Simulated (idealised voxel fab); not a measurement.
process module | voxel capacitor over wiring
cross-section cut | 265 nm wide | cells 5 nm
A cross-section is a grid of square cells, given in bands from the top down. A band is one or more rows of cells.
Each band's line starts with the height of the band's top and of its bottom, in nm. Then come its materials from left to right, each with its width in nm. One material with "throughout" fills the band from edge to edge. "air" is empty space.
Height 0 is the level under which the wafer as received is all one material. The lowest band goes on downwards, as in "0 down".
A width such as "30 to 40" changes by the same amount from each row of cells to the next, from the band's top row to its bottom row.
"no change" after a step means that no cell of the cross-section changed.
closed voids: empty space of 8 cells or more with no open way to the top, each as width x height at its distance from the left edge, in nm
after a step's settings: what the simulator itself notes on the step
overlay nm, on a step with a mask: how far to the right of its planned place the mask lay; to the left if negative
plan
1 op RECEIVE | material Si
2 op CONFORMAL_DEP | material SiO2 | thk nm 15
3 op CONFORMAL_DEP | material SiCN | thk nm 5
4 op DIRECTIONAL_DEP | material SiO2 | thk nm 15
5 op MASKED_ETCH | tone open | mask id METAL_1 | width nm 25 | pitch nm 85 | etch materials SiO2 | depth nm 15 | overlay nm 0
6 op MASKED_ETCH | tone open | mask id METAL_1 | width nm 25 | pitch nm 85 | etch materials SiCN | depth nm 5 | overlay nm 0
7 op CONFORMAL_DEP | material TiN | thk nm 5
8 op FILL_DEP | material Ru | thk nm 10
9 op CMP | height nm 35
10 op EPI | material Ru | thk nm 5
11 op FILL_DEP | material SiCN | thk nm 5
12 op DIRECTIONAL_DEP | material SiO2 | thk nm 10
13 op PATTERN | tone open | mask id PLUG_1 | material resist | width nm 15 | thk nm 20 | overlay nm 0
14 op DIRECTIONAL_ETCH | etch materials SiO2 | depth nm 10
15 op DIRECTIONAL_ETCH | etch materials SiCN | depth nm 5
16 op STRIP | etch materials resist
17 op CONFORMAL_DEP | material TiN | thk nm 5
18 op FILL_DEP | material Ru | thk nm 5
19 op CMP | height nm 55
20 op DIRECTIONAL_DEP | material TiN | thk nm 10
21 op DIRECTIONAL_DEP | material SiN | thk nm 5
22 op DIRECTIONAL_DEP | material TiN | thk nm 10
23 op DIRECTIONAL_DEP | material aC | thk nm 15
24 op PATTERN | tone cover | mask id UPPER_PLATE | material resist | width nm 65 | thk nm 30 | overlay nm 0
25 op DIRECTIONAL_ETCH | etch materials aC | depth nm 15
26 op STRIP | etch materials resist
27 op DIRECTIONAL_ETCH | etch materials TiN | depth nm 10
28 op DIRECTIONAL_ETCH | etch materials SiN | depth nm 5
29 op STRIP | etch materials aC
30 op DIRECTIONAL_DEP | material aC | thk nm 10
31 op PATTERN | tone cover | mask id LOWER_PLATE | material resist | width nm 75 | thk nm 30 | overlay nm 0
32 op DIRECTIONAL_ETCH | etch materials aC | depth nm 10
33 op STRIP | etch materials resist
34 op DIRECTIONAL_ETCH | etch materials TiN | depth nm 10
35 op STRIP | etch materials aC
36 op FILL_DEP | material SiO2 | thk nm 15
37 op CMP | height nm 90
38 op MASKED_ETCH | tone open | mask id PLUG_2 | width nm 15 | etch materials SiO2 | depth nm 10 | overlay nm 0
39 op CONFORMAL_DEP | material TiN | thk nm 5
40 op FILL_DEP | material Ru | thk nm 10
41 op CMP | height nm 90
42 op CONFORMAL_DEP | material SiCN | thk nm 5
varied across the wafers: width nm of step 13. The plan shows the first wafer's value. All wafers start alike
first wafer as received, after step 1
  0 down: Si throughout
  closed voids: none
first wafer at the end, after step 42
  95 to 90: SiCN throughout
  90 to 85: SiO2 95 | TiN 5 | Ru 5 | TiN 5 | SiO2 155
  85 to 80: SiO2 95 | TiN 15 | SiO2 155
  80 to 70: SiO2 85 | TiN 65 | SiO2 115
  70 to 65: SiO2 85 | SiN 65 | SiO2 115
  65 to 55: SiO2 80 | TiN 75 | SiO2 110
  55 to 45: SiO2 85 | TiN 5 | Ru 5 | TiN 5 | SiO2 165
  45 to 40: SiCN 85 | TiN 15 | SiCN 165
  40 to 35: SiCN 70 | Ru 35 | SiCN 50 | Ru 35 | SiCN 75
  35 to 20: SiO2 75 | TiN 5 | Ru 15 | TiN 5 | SiO2 60 | TiN 5 | Ru 15 | TiN 5 | SiO2 80
  20 to 15: SiCN 75 | TiN 25 | SiCN 60 | TiN 25 | SiCN 80
  15 to 0: SiO2 throughout
  0 down: Si throughout
  closed voids: none
last wafer at the end
  95 to 90: SiCN throughout
  90 to 85: SiO2 95 | TiN 5 | Ru 5 | TiN 5 | SiO2 155
  85 to 80: SiO2 95 | TiN 15 | SiO2 155
  80 to 70: SiO2 85 | TiN 65 | SiO2 115
  70 to 65: SiO2 85 | SiN 65 | SiO2 115
  65 to 55: SiO2 80 | TiN 75 | SiO2 110
  55 to 45: SiO2 80 | TiN 5 | Ru 20 | TiN 5 | SiO2 155
  45 to 40: SiCN 80 | TiN 30 | SiCN 155
  40 to 35: SiCN 70 | Ru 35 | SiCN 50 | Ru 35 | SiCN 75
  35 to 20: SiO2 75 | TiN 5 | Ru 15 | TiN 5 | SiO2 60 | TiN 5 | Ru 15 | TiN 5 | SiO2 80
  20 to 15: SiCN 75 | TiN 25 | SiCN 60 | TiN 25 | SiCN 80
  15 to 0: SiO2 throughout
  0 down: Si throughout
  closed voids: none
each wafer at the end: cells of each material gained (+) or lost (-) since it was received, then its closed voids
width nm 15 | +35 Ru | +185 SiCN | +13 SiN | +684 SiO2 | +90 TiN | closed voids: none
width nm 20 | +37 Ru | +184 SiCN | +13 SiN | +682 SiO2 | +91 TiN | closed voids: none
width nm 25 | +39 Ru | +183 SiCN | +13 SiN | +680 SiO2 | +92 TiN | closed voids: none
width nm 30 | +41 Ru | +182 SiCN | +13 SiN | +678 SiO2 | +93 TiN | closed voids: none
